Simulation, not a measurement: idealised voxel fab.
Title: Process Module voxel self aligned contacts
For reference, the cross-section in this document is cut, with width 260 nm and square cells of 5 nm.
Cross-section layout: square cells on a grid; listed as bands, top to bottom; a band spans one or more cell rows. Top height, bottom height, nm. Materials left to right, width each, nm. Single material + "throughout" = fills band edge to edge. "blank" = empty. Heads up on the height convention: 0 is the point under which the incoming wafer is all one material, and the lowest band has no bottom, it just keeps going down, like "0..down". Per-row width for "30 to 40": begins at first number (top row of band), ends at second number (bottom row), increment between rows held constant. Where a step carries "nothing different", the cross-section came out of it unchanged, cell for cell. In the "Unvented cavities" entry, you get each enclosed empty space of 8 cells or more, one with no open way to the top, written width x height at distance, distance from the left edge, in nm. Past the settings on a step's line: simulator remark, on that step. Steps that use a mask can have "overlay nm" on their line. It says how far the mask sat to the right of where it was meant to be. Negative means to the left.
The planned process steps are enumerated hereunder
1: RECEIVE [material Si]
2: CONFORMAL_DEP [material SiO2] [thk nm 5]
3: DIRECTIONAL_DEP [material polySi] [thk nm 25]
4: DIRECTIONAL_DEP [material SiN] [thk nm 20]
5: DIRECTIONAL_DEP [material aC] [thk nm 10]
6: PATTERN [tone cover] [mask id GATE] [material resist] [width nm 25] [pitch nm 70] [thk nm 25] [overlay nm 0]
7: DIRECTIONAL_ETCH [etch materials aC] [depth nm 10]
8: STRIP [etch materials resist]
9: DIRECTIONAL_ETCH [etch materials SiN] [depth nm 20]
10: DIRECTIONAL_ETCH [etch materials polySi] [depth nm 25]
11: STRIP [etch materials aC]
12: CONFORMAL_DEP [material SiN] [thk nm 10]
13: DIRECTIONAL_ETCH [etch materials SiN] [depth nm 10]
14: FILL_DEP [material SiO2] [thk nm 15]
15: CMP [height nm 55]
16: MASKED_ETCH [tone open] [mask id CONTACT] [width nm 55] [etch materials SiO2] [depth nm 55] [overlay nm 0]
17: CONFORMAL_DEP [material TiN] [thk nm 5]
18: FILL_DEP [material W] [thk nm 5]
19: CMP [height nm 55]
20: CONFORMAL_DEP [material SiCN] [thk nm 5]
Run as planned: first of two wafers
Delivered wafer in cross-section: state after step 1
0..down  Si throughout
Unvented cavities: none
Wafer section view after processing step 2
5..0  SiO2 throughout
Below 0, no change.
Wafer section view after processing step 3
30..5  polySi throughout
Below 5, no change.
Wafer section view after processing step 4
50..30  SiN throughout
Below 30, no change.
Wafer section view after processing step 5
60..50  aC throughout
Below 50, no change.
Wafer section view after processing step 6
85..60  80 of blank / 25 of resist / 45 of blank / 25 of resist / 85 of blank
Below 60, no change.
Wafer section view after processing step 7
75..60  80 of blank / 25 of resist / 45 of blank / 25 of resist / 85 of blank
60..50  80 of blank / 25 of aC / 45 of blank / 25 of aC / 85 of blank
Below 50, no change.
Wafer section view after processing step 8
60..50  80 of blank / 25 of aC / 45 of blank / 25 of aC / 85 of blank
Below 50, no change.
Wafer section view after processing step 9
60..50  80 of blank / 25 of aC / 45 of blank / 25 of aC / 85 of blank
50..30  80 of blank / 25 of SiN / 45 of blank / 25 of SiN / 85 of blank
Below 30, no change.
Wafer section view after processing step 10
60..50  80 of blank / 25 of aC / 45 of blank / 25 of aC / 85 of blank
50..30  80 of blank / 25 of SiN / 45 of blank / 25 of SiN / 85 of blank
30..5  80 of blank / 25 of polySi / 45 of blank / 25 of polySi / 85 of blank
Below 5, no change.
Wafer section view after processing step 11
50..30  80 of blank / 25 of SiN / 45 of blank / 25 of SiN / 85 of blank
Below 30, no change.
Wafer section view after processing step 12
60..30  70 of blank / 45 of SiN / 25 of blank / 45 of SiN / 75 of blank
30..15  70 of blank / 10 of SiN / 25 of polySi / 10 of SiN / 25 of blank / 10 of SiN / 25 of polySi / 10 of SiN / 75 of blank
15..5  80 of SiN / 25 of polySi / 45 of SiN / 25 of polySi / 85 of SiN
Below 5, no change.
Wafer section view after processing step 13
50..30  70 of blank / 45 of SiN / 25 of blank / 45 of SiN / 75 of blank
30..5  70 of blank / 10 of SiN / 25 of polySi / 10 of SiN / 25 of blank / 10 of SiN / 25 of polySi / 10 of SiN / 75 of blank
Below 5, no change.
Wafer section view after processing step 14
65..50  SiO2 throughout
50..30  70 of SiO2 / 45 of SiN / 25 of SiO2 / 45 of SiN / 75 of SiO2
30..5  70 of SiO2 / 10 of SiN / 25 of polySi / 10 of SiN / 25 of SiO2 / 10 of SiN / 25 of polySi / 10 of SiN / 75 of SiO2
Below 5, no change.
Wafer section view after processing step 15
55..50  SiO2 throughout
Below 50, no change.
Wafer section view after processing step 16
55..50  100 of SiO2 / 55 of blank / 105 of SiO2
50..30  70 of SiO2 / 45 of SiN / 25 of blank / 45 of SiN / 75 of SiO2
30..5  70 of SiO2 / 10 of SiN / 25 of polySi / 10 of SiN / 25 of blank / 10 of SiN / 25 of polySi / 10 of SiN / 75 of SiO2
5..0  115 of SiO2 / 25 of blank / 120 of SiO2
Below 0, no change.
Wafer section view after processing step 17
60..55  105 of TiN / 45 of blank / 110 of TiN
55..50  100 of SiO2 / 20 of TiN / 15 of blank / 20 of TiN / 105 of SiO2
50..30  70 of SiO2 / 45 of SiN / 5 of TiN / 15 of blank / 5 of TiN / 45 of SiN / 75 of SiO2
30..5  70 of SiO2 / 10 of SiN / 25 of polySi / 10 of SiN / 5 of TiN / 15 of blank / 5 of TiN / 10 of SiN / 25 of polySi / 10 of SiN / 75 of SiO2
5..0  115 of SiO2 / 25 of TiN / 120 of SiO2
Below 0, no change.
Wafer section view after processing step 18
65..60  W throughout
60..55  105 of TiN / 45 of W / 110 of TiN
55..50  100 of SiO2 / 20 of TiN / 15 of W / 20 of TiN / 105 of SiO2
50..30  70 of SiO2 / 45 of SiN / 5 of TiN / 15 of W / 5 of TiN / 45 of SiN / 75 of SiO2
30..5  70 of SiO2 / 10 of SiN / 25 of polySi / 10 of SiN / 5 of TiN / 15 of W / 5 of TiN / 10 of SiN / 25 of polySi / 10 of SiN / 75 of SiO2
Below 5, no change.
Wafer section view after processing step 19
55..50  100 of SiO2 / 20 of TiN / 15 of W / 20 of TiN / 105 of SiO2
Below 50, no change.
Wafer section view after processing step 20
60..55  SiCN throughout
Below 55, no change.
For the second wafer, take the first wafer's start and plan, then add one mistake made in running it; everything through step 15, that step included, is shared with the first
Cross-section of the second wafer at the time by which step 16 should have been completed according to the plan
55..50  100 of blank / 55 of SiO2 / 105 of blank
50..30  70 of blank / 45 of SiN / 25 of SiO2 / 45 of SiN / 75 of blank
30..5  70 of blank / 10 of SiN / 25 of polySi / 10 of SiN / 25 of SiO2 / 10 of SiN / 25 of polySi / 10 of SiN / 75 of blank
5..0  70 of blank / 115 of SiO2 / 75 of blank
Below 0, no change.
Cross-section of the second wafer at the time by which step 17 should have been completed according to the plan
60..55  95 of blank / 65 of TiN / 100 of blank
55..50  65 of blank / 35 of TiN / 55 of SiO2 / 35 of TiN / 70 of blank
50..30  65 of blank / 5 of TiN / 45 of SiN / 25 of SiO2 / 45 of SiN / 5 of TiN / 70 of blank
30..5  65 of blank / 5 of TiN / 10 of SiN / 25 of polySi / 10 of SiN / 25 of SiO2 / 10 of SiN / 25 of polySi / 10 of SiN / 5 of TiN / 70 of blank
5..0  70 of TiN / 115 of SiO2 / 75 of TiN
Below 0, no change.
Cross-section of the second wafer at the time by which step 18 should have been completed according to the plan
65..60  W throughout
60..55  95 of W / 65 of TiN / 100 of W
55..50  65 of W / 35 of TiN / 55 of SiO2 / 35 of TiN / 70 of W
50..30  65 of W / 5 of TiN / 45 of SiN / 25 of SiO2 / 45 of SiN / 5 of TiN / 70 of W
30..5  65 of W / 5 of TiN / 10 of SiN / 25 of polySi / 10 of SiN / 25 of SiO2 / 10 of SiN / 25 of polySi / 10 of SiN / 5 of TiN / 70 of W
Below 5, no change.
Cross-section of the second wafer at the time by which step 19 should have been completed according to the plan
55..50  65 of W / 35 of TiN / 55 of SiO2 / 35 of TiN / 70 of W
Below 50, no change.
Cross-section of the second wafer at the time by which step 20 should have been completed according to the plan
60..55  SiCN throughout
Below 55, no change.
Where did the run depart from the plan? step 16 ran as: MASKED_ETCH [tone cover] [mask id CONTACT] [width nm 55] [etch materials SiO2] [depth nm 55] [overlay nm 0]
The second wafer ends with more or fewer cells of some materials than the first, per final count: -270 SiO2, +30 TiN, +240 W
